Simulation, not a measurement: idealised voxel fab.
Proc. module: voxel self aligned contacts
Square cells of 5 nm make up the cross-section cut, whose width is 215 nm.
Cross-section, as written here: a square-cell grid given band by band from the top down, where a band holds one or more rows of cells. Basically the band line says how high the top is and how high the bottom is, in nm, and then what's in it from left to right, every material with its width in nm. Empty space shows up as "empty", and if a single material carries "throughout" it runs the full band edge to edge. The level at which height equals 0 is the one under which the wafer, as it arrives, is entirely one material. No lower edge exists for the bottom band, which continues downward and is notated as in "0..down". Width spec "30..40" -> top row of cells at first value, bottom row at second value, equal per-row change in between. You'll sometimes find "no change occurred" written for a step, and that's the way of saying that nowhere in the cross-section did a cell change during that step. "Closed void table" lists enclosed empty spaces (at least 8 cells, no open path upward to the top), each as width x height at distance from the left edge, in nm. after a step's settings: what the simulator itself notes on the step. For masked steps, "overlay nm" on the step line gives how far right of plan the mask actually lay; a minus sign means it lay to the left.
### Process steps foreseen in the plan
1: op RECEIVE | material Si
2: op CONFORMAL_DEP | material SiO2 | thk nm 5
3: op DIRECTIONAL_DEP | material polySi | thk nm 20
4: op DIRECTIONAL_DEP | material SiN | thk nm 25
5: op MASKED_ETCH | tone cover | mask id GATE | width nm 25 | pitch nm 60 | etch materials SiN | depth nm 25 | overlay nm 0
6: op MASKED_ETCH | tone cover | mask id GATE | width nm 25 | pitch nm 60 | etch materials polySi | depth nm 20 | overlay nm 0
7: op CONFORMAL_DEP | material SiN | thk nm 10
8: op DIRECTIONAL_ETCH | etch materials SiN | depth nm 10
9: op FILL_DEP | material SiO2 | thk nm 10
10: op CMP | height nm 55
11: op DIRECTIONAL_DEP | material aC | thk nm 10
12: op PATTERN | tone open | mask id CONTACT | material resist | width nm 45 | thk nm 30 | overlay nm 0
13: op DIRECTIONAL_ETCH | etch materials aC | depth nm 10
14: op STRIP | etch materials resist
15: op DIRECTIONAL_ETCH | etch materials SiO2 | depth nm 55
16: op STRIP | etch materials aC
17: op CONFORMAL_DEP | material TiN | thk nm 5
18: op FILL_DEP | material Ru | thk nm 5
19: op CMP | height nm 55
20: op CONFORMAL_DEP | material SiCN | thk nm 5
### Of two wafers, the first: run according to plan
### Wafer as received: cross-section following step 1
0..down = Si throughout
Closed void table: none
### Cross-section of the wafer after step 2
5..0 = SiO2 throughout
Nothing below the height 0 has changed.
### Cross-section of the wafer after step 3
25..5 = polySi throughout
Nothing below the height 5 has changed.
### Cross-section of the wafer after step 4
50..25 = SiN throughout
Nothing below the height 25 has changed.
### Cross-section of the wafer after step 5
50..25 = 65 of empty  25 of SiN  35 of empty  25 of SiN  65 of empty
Nothing below the height 25 has changed.
### Cross-section of the wafer after step 6
50..25 = 65 of empty  25 of SiN  35 of empty  25 of SiN  65 of empty
25..5 = 65 of empty  25 of polySi  35 of empty  25 of polySi  65 of empty
Nothing below the height 5 has changed.
### Cross-section of the wafer after step 7
60..25 = 55 of empty  45 of SiN  15 of empty  45 of SiN  55 of empty
25..15 = 55 of empty  10 of SiN  25 of polySi  10 of SiN  15 of empty  10 of SiN  25 of polySi  10 of SiN  55 of empty
15..5 = 65 of SiN  25 of polySi  35 of SiN  25 of polySi  65 of SiN
Nothing below the height 5 has changed.
### Cross-section of the wafer after step 8
50..25 = 55 of empty  45 of SiN  15 of empty  45 of SiN  55 of empty
25..5 = 55 of empty  10 of SiN  25 of polySi  10 of SiN  15 of empty  10 of SiN  25 of polySi  10 of SiN  55 of empty
Nothing below the height 5 has changed.
### Cross-section of the wafer after step 9
60..50 = SiO2 throughout
50..25 = 55 of SiO2  45 of SiN  15 of SiO2  45 of SiN  55 of SiO2
25..5 = 55 of SiO2  10 of SiN  25 of polySi  10 of SiN  15 of SiO2  10 of SiN  25 of polySi  10 of SiN  55 of SiO2
Nothing below the height 5 has changed.
### Cross-section of the wafer after step 10
55..50 = SiO2 throughout
Nothing below the height 50 has changed.
### Cross-section of the wafer after step 11
65..55 = aC throughout
Nothing below the height 55 has changed.
### Cross-section of the wafer after step 12
95..65 = 85 of resist  45 of empty  85 of resist
Nothing below the height 65 has changed.
### Cross-section of the wafer after step 13
85..65 = 85 of resist  45 of empty  85 of resist
65..55 = 85 of aC  45 of empty  85 of aC
Nothing below the height 55 has changed.
### Cross-section of the wafer after step 14
65..55 = 85 of aC  45 of empty  85 of aC
Nothing below the height 55 has changed.
### Cross-section of the wafer after step 15
65..55 = 85 of aC  45 of empty  85 of aC
55..50 = 85 of SiO2  45 of empty  85 of SiO2
50..25 = 55 of SiO2  45 of SiN  15 of empty  45 of SiN  55 of SiO2
25..5 = 55 of SiO2  10 of SiN  25 of polySi  10 of SiN  15 of empty  10 of SiN  25 of polySi  10 of SiN  55 of SiO2
5..0 = 100 of SiO2  15 of empty  100 of SiO2
Nothing below the height 0 has changed.
### Cross-section of the wafer after step 16
55..50 = 85 of SiO2  45 of empty  85 of SiO2
Nothing below the height 50 has changed.
### Cross-section of the wafer after step 17
60..55 = 90 of TiN  35 of empty  90 of TiN
55..50 = 85 of SiO2  20 of TiN  5 of empty  20 of TiN  85 of SiO2
50..25 = 55 of SiO2  45 of SiN  5 of TiN  5 of empty  5 of TiN  45 of SiN  55 of SiO2
25..5 = 55 of SiO2  10 of SiN  25 of polySi  10 of SiN  5 of TiN  5 of empty  5 of TiN  10 of SiN  25 of polySi  10 of SiN  55 of SiO2
5..0 = 100 of SiO2  15 of TiN  100 of SiO2
Nothing below the height 0 has changed.
### Cross-section of the wafer after step 18
65..60 = Ru throughout
60..55 = 90 of TiN  35 of Ru  90 of TiN
55..50 = 85 of SiO2  20 of TiN  5 of Ru  20 of TiN  85 of SiO2
50..25 = 55 of SiO2  45 of SiN  5 of TiN  5 of Ru  5 of TiN  45 of SiN  55 of SiO2
25..5 = 55 of SiO2  10 of SiN  25 of polySi  10 of SiN  5 of TiN  5 of Ru  5 of TiN  10 of SiN  25 of polySi  10 of SiN  55 of SiO2
Nothing below the height 5 has changed.
### Cross-section of the wafer after step 19
55..50 = 85 of SiO2  20 of TiN  5 of Ru  20 of TiN  85 of SiO2
Nothing below the height 50 has changed.
### Cross-section of the wafer after step 20
60..55 = SiCN throughout
Nothing below the height 55 has changed.
### It is to be noted that the second wafer proceeded from the same initial state and according to the same plan as the first, although one mistake was committed in its execution; through step 4, inclusive, the two wafers share an identical history
### Cross-section of the second wafer at the time by which step 5 should have been completed according to the plan
50..25 = 65 of SiN  25 of empty  35 of SiN  25 of empty  65 of SiN
Nothing below the height 25 has changed.
Cross-section of the second wafer at the time by which step 6 should have been completed according to the plan: no change occurred
### Cross-section of the second wafer at the time by which step 7 should have been completed according to the plan
60..35 = 75 of SiN  5 of empty  55 of SiN  5 of empty  75 of SiN
35..25 = SiN throughout
Nothing below the height 25 has changed.
### Cross-section of the second wafer at the time by which step 8 should have been completed according to the plan
50..25 = 75 of SiN  5 of empty  55 of SiN  5 of empty  75 of SiN
Nothing below the height 25 has changed.
### Cross-section of the second wafer at the time by which step 9 should have been completed according to the plan
60..50 = SiO2 throughout
50..25 = 75 of SiN  5 of SiO2  55 of SiN  5 of SiO2  75 of SiN
Nothing below the height 25 has changed.
### Cross-section of the second wafer at the time by which step 10 should have been completed according to the plan
55..50 = SiO2 throughout
Nothing below the height 50 has changed.
### Cross-section of the second wafer at the time by which step 11 should have been completed according to the plan
65..55 = aC throughout
Nothing below the height 55 has changed.
### Cross-section of the second wafer at the time by which step 12 should have been completed according to the plan
95..65 = 85 of resist  45 of empty  85 of resist
Nothing below the height 65 has changed.
### Cross-section of the second wafer at the time by which step 13 should have been completed according to the plan
85..65 = 85 of resist  45 of empty  85 of resist
65..55 = 85 of aC  45 of empty  85 of aC
Nothing below the height 55 has changed.
### Cross-section of the second wafer at the time by which step 14 should have been completed according to the plan
65..55 = 85 of aC  45 of empty  85 of aC
Nothing below the height 55 has changed.
### Cross-section of the second wafer at the time by which step 15 should have been completed according to the plan
65..55 = 85 of aC  45 of empty  85 of aC
55..50 = 85 of SiO2  45 of empty  85 of SiO2
Nothing below the height 50 has changed.
### Cross-section of the second wafer at the time by which step 16 should have been completed according to the plan
55..50 = 85 of SiO2  45 of empty  85 of SiO2
Nothing below the height 50 has changed.
### Cross-section of the second wafer at the time by which step 17 should have been completed according to the plan
60..55 = 90 of TiN  35 of empty  90 of TiN
55..50 = 85 of SiO2  45 of TiN  85 of SiO2
Nothing below the height 50 has changed.
### Cross-section of the second wafer at the time by which step 18 should have been completed according to the plan
65..60 = Ru throughout
60..55 = 90 of TiN  35 of Ru  90 of TiN
Nothing below the height 55 has changed.
### Cross-section of the second wafer at the time by which step 19 should have been completed according to the plan
55..50 = 85 of SiO2  45 of TiN  85 of SiO2
Nothing below the height 50 has changed.
### Cross-section of the second wafer at the time by which step 20 should have been completed according to the plan
60..55 = SiCN throughout
Nothing below the height 55 has changed.
Deviation from plan: heads up, step 5 didn't go per plan, it actually ran as op MASKED_ETCH | tone open | mask id GATE | width nm 25 | pitch nm 60 | etch materials SiN | depth nm 25 | overlay nm 0
Looking at both finished wafers in cells, the second ends up ahead of or behind the first on some materials: 10 fewer of Ru, 83 more of SiN, 185 fewer of SiO2, 20 fewer of TiN, 132 more of polySi
